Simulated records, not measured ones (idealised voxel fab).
The name of this process module is voxel tone inversion.
Cross-section cut spans 175 nm and uses square cells 5 nm in size.
Square cells in a grid make up a cross-section in this document, and the grid is given as bands, listed from the top down, each one or more rows of cells.
Basically the band line says how high the top is and how high the bottom is, in nm, and then what's in it from left to right, every material with its width in nm. Empty space shows up as "air", and if a single material carries "everywhere" it runs the full band edge to edge.
For the purposes of this specification, 0 denotes the height below which the wafer in its as-received condition is composed wholly of one material, and the lowermost band, lacking a lower limit, extends downward without end, as expressed in "z 0 and below".
With a width like "30->40", each row of cells in the band differs from the next by the same amount, the top row carrying the first number and the bottom row the second.
The designation "nothing got changed", where it is given for a processing step, indicates that no cell of the cross-section was altered in the course of that step.
In the "Entrapped voids" entry, you get each enclosed empty space of 8 cells or more, one with no open way to the top, written width x height at distance, distance from the left edge, in nm.
Past the settings on a step's line: simulator remark, on that step.
Steps that use a mask can have "overlay nm" on their line. It says how far the mask sat to the right of where it was meant to be. Negative means to the left.
Steps planned for the process
1,RECEIVE | material Si
2,CONFORMAL_DEP | material SiCN | thk nm 10
3,DIRECTIONAL_DEP | material polySi | thk nm 25
4,PATTERN | tone cover | mask id POSTS | material resist | width nm 25 | pitch nm 45 | thk nm 30 | overlay nm 0
5,DIRECTIONAL_ETCH | etch materials polySi | depth nm 25
6,STRIP | etch materials resist
7,FILL_DEP | material lowk | thk nm 5
8,CMP | height nm 35
9,STRIP | etch materials polySi
Cross-section of the wafer upon arrival, representing the state reached after step 1
	z 0 and below: Si everywhere
	Entrapped voids: none
What the wafer looks like in cross-section after this module, when it starts as shown above and follows the plan above but one mistake is made in running it
	z 35 to 10: lowk 35 nm, then air 15 nm, then lowk 30 nm, then air 15 nm, then lowk 30 nm, then air 15 nm, then lowk 35 nm
	z 10 to 0: SiCN everywhere
	z 0 and below: Si everywhere
	Entrapped voids: none
Run error: step 4 changed vs plan, executed as PATTERN | tone cover | mask id POSTS | material resist | width nm 15 | pitch nm 45 | thk nm 30 | overlay nm 0
